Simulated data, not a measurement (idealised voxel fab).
process module | voxel transistor to metal
cross-section cut | 190 nm wide | cells 5 nm
A cross-section is a grid of square cells, given in bands from the top down. A band is one or more rows of cells.
Each band's line starts with the height of the band's top and of its bottom, in nm. Then come its materials from left to right, each with its width in nm. One material with "throughout" fills the band from edge to edge. "air" is empty space.
Height 0 is the level under which the wafer as received is all one material. The lowest band goes on downwards, as in "0 down".
A width such as "30 to 40" changes by the same amount from each row of cells to the next, from the band's top row to its bottom row.
"no change" after a step means that no cell of the cross-section changed.
closed voids: empty space of 8 cells or more with no open way to the top, each as width x height at its distance from the left edge, in nm
after a step's settings: what the simulator itself notes on the step
overlay nm, on a step with a mask: how far to the right of its planned place the mask lay; to the left if negative
plan
1 op RECEIVE | material Si
2 op OXIDIZE | depth nm 5
3 op CONFORMAL_DEP | material SiN | thk nm 15
4 op MASKED_ETCH | tone cover | mask id ACTIVE | width nm 105 | etch materials SiN | depth nm 15 | overlay nm 0
5 op MASKED_ETCH | tone cover | mask id ACTIVE | width nm 105 | etch materials SiO2 | depth nm 5 | overlay nm 0
6 op MASKED_ETCH | tone cover | mask id ACTIVE | width nm 105 | etch materials Si | depth nm 30 | overlay nm 0
7 op OXIDIZE | depth nm 5
8 op FILL_DEP | material SiO2 | thk nm 10
9 op CMP | height nm 15
10 op SELECTIVE_ETCH | etch materials SiO2 | depth nm 5
11 op STRIP | etch materials SiN
12 op SELECTIVE_ETCH | etch materials SiO2 | depth nm 5
13 op OXIDIZE | depth nm 5
14 op DIRECTIONAL_DEP | material polySi | thk nm 20
15 op DIRECTIONAL_DEP | material SiCN | thk nm 10
16 op MASKED_ETCH | tone cover | mask id GATE | width nm 15 | etch materials SiCN | depth nm 20 | overlay nm 0
17 op MASKED_ETCH | tone cover | mask id GATE | width nm 15 | etch materials polySi | depth nm 30 | overlay nm 0
18 op CONFORMAL_DEP | material SiO2 | thk nm 5
19 op DIRECTIONAL_ETCH | etch materials SiO2 | depth nm 5
20 op CONFORMAL_DEP | material SiN | thk nm 5
21 op DIRECTIONAL_ETCH | etch materials SiN | depth nm 5
22 op DIRECTIONAL_ETCH | etch materials SiO2 | depth nm 5
23 op DIRECTIONAL_ETCH | etch materials Si | depth nm 15
24 op EPI | material nSi | thk nm 15
25 op FILL_DEP | material SiO2 | thk nm 10
26 op CMP | height nm 25
27 op DIRECTIONAL_DEP | material SiO2 | thk nm 10
28 op DIRECTIONAL_DEP | material aC | thk nm 10
29 op PATTERN | tone open | mask id CONTACT | material resist | width nm 30 | pitch nm 55 | thk nm 30 | overlay nm 0
30 op DIRECTIONAL_ETCH | etch materials aC | depth nm 10
31 op STRIP | etch materials resist
32 op DIRECTIONAL_ETCH | etch materials SiO2 | depth nm 45
33 op STRIP | etch materials aC
34 op CONFORMAL_DEP | material TiN | thk nm 5
35 op FILL_DEP | material W | thk nm 10
36 op CMP | height nm 35
37 op DIRECTIONAL_DEP | material TiN | thk nm 5
38 op DIRECTIONAL_DEP | material Ru | thk nm 15
39 op PATTERN | tone cover | mask id METAL_1 | material resist | width nm 15 | pitch nm 70 | thk nm 20 | overlay nm 0
40 op DIRECTIONAL_ETCH | etch materials Ru | depth nm 15
41 op DIRECTIONAL_ETCH | etch materials TiN | depth nm 5
42 op STRIP | etch materials resist
43 op CONFORMAL_DEP | material SiN | thk nm 5
44 op FILL_DEP | material SiO2 | thk nm 5
45 op CMP | height nm 55
46 op CONFORMAL_DEP | material SiCN | thk nm 5
47 op DIRECTIONAL_DEP | material SiO2 | thk nm 30
48 op DIRECTIONAL_DEP | material aC | thk nm 15
49 op PATTERN | tone open | mask id METAL_2 | material resist | width nm 15 | pitch nm 70 | thk nm 30 | overlay nm 0
50 op DIRECTIONAL_ETCH | etch materials aC | depth nm 15
51 op STRIP | etch materials resist
52 op DIRECTIONAL_ETCH | etch materials SiO2 | depth nm 20
53 op STRIP | etch materials aC
54 op MASKED_ETCH | tone open | mask id METAL_2_HOLES | width nm 15 | pitch nm 70 | etch materials SiO2 | depth nm 10 | overlay nm 0
55 op MASKED_ETCH | tone open | mask id METAL_2_HOLES | width nm 15 | pitch nm 70 | etch materials SiCN | depth nm 5 | overlay nm 0
56 op CONFORMAL_DEP | material TiN | thk nm 5
57 op FILL_DEP | material Cu | thk nm 5
58 op CMP | height nm 90
59 op CONFORMAL_DEP | material SiCN | thk nm 5
as received, after step 1
  0 down: Si throughout
  closed voids: none
first wafer at the end, as planned
  95 to 90: SiCN throughout
  90 to 60: SiO2 50 | TiN 5 | Cu 5 | TiN 5 | SiO2 55 | TiN 5 | Cu 5 | TiN 5 | SiO2 55
  60 to 55: SiCN 50 | TiN 15 | SiCN 55 | TiN 15 | SiCN 55
  55 to 40: SiO2 45 | SiN 5 | Ru 15 | SiN 5 | SiO2 45 | SiN 5 | Ru 15 | SiN 5 | SiO2 50
  40 to 35: SiN 50 | TiN 15 | SiN 55 | TiN 15 | SiN 55
  35 to 25: SiO2 50 | TiN 5 | W 20 to 15 | TiN 5 to 10 | SiO2 25 | TiN 5 to 10 | W 20 to 15 | TiN 5 | SiO2 55
  25 to 15: SiO2 50 | TiN 5 | W 15 | TiN 5 | SiN 5 | SiO2 5 | SiCN 15 | SiO2 5 | SiN 5 | TiN 5 | W 15 | TiN 5 | SiO2 55
  15 to 10: SiO2 50 | TiN 5 | W 15 | TiN 5 | SiN 5 | SiO2 5 | polySi 15 | SiO2 5 | SiN 5 | TiN 5 | W 15 | TiN 5 | SiO2 55
  10 to 5: SiO2 50 | TiN 25 | SiN 5 | SiO2 5 | polySi 15 | SiO2 5 | SiN 5 | TiN 25 | SiO2 55
  5 to -5: SiO2 40 | SiN 5 | SiO2 5 | TiN 10 | nSi 15 | SiN 5 | SiO2 5 | polySi 15 | SiO2 5 | SiN 5 | nSi 15 | TiN 10 | SiO2 5 | SiN 5 | SiO2 45
  -5 to -10: SiO2 50 | TiN 10 | nSi 15 | SiO2 35 | nSi 15 | TiN 10 | SiO2 55
  -10 to -25: SiO2 45 | nSi 30 | Si 35 | nSi 30 | SiO2 50
  -25 to -40: SiO2 45 | Si 95 | SiO2 50
  -40 down: Si throughout
  closed voids: none
second wafer at the end: like start, like plan, one mistake
  95 to 90: SiCN throughout
  90 to 60: SiO2 50 | TiN 5 | Cu 5 | TiN 5 | SiO2 55 | TiN 5 | Cu 5 | TiN 5 | SiO2 55
  60 to 55: SiCN 50 | TiN 15 | SiCN 55 | TiN 15 | SiCN 55
  55 to 40: SiO2 45 | SiN 5 | Ru 15 | SiN 5 | SiO2 45 | SiN 5 | Ru 15 | SiN 5 | SiO2 50
  40 to 35: SiN 50 | TiN 15 | SiN 55 | TiN 15 | SiN 55
  35 to 30: SiO2 50 | TiN 5 | W 20 | TiN 5 | SiO2 25 | TiN 5 | W 20 | TiN 5 | SiO2 55
  30 to 25: SiO2 50 | TiN 30 | SiO2 25 | TiN 30 | SiO2 55
  25 to 15: polySi 35 | SiCN 50 | SiO2 5 | SiN 5 | SiO2 5 | SiCN 50 | polySi 40
  15 to 5: polySi throughout
  5 to -5: SiO2 35 | polySi 115 | SiO2 40
  -5 to -10: SiO2 throughout
  -10 to -40: SiO2 45 | Si 95 | SiO2 50
  -40 down: Si throughout
  closed voids: none
what went wrong: step 16 ran as: op MASKED_ETCH | tone open | mask id GATE | width nm 15 | etch materials SiCN | depth nm 20 | overlay nm 0
at the end the second wafer has, in cells: 36 more of Si | 34 more of SiCN | 14 fewer of SiN | 90 fewer of SiO2 | 28 fewer of TiN | 24 fewer of W | 54 fewer of nSi | 140 more of polySi
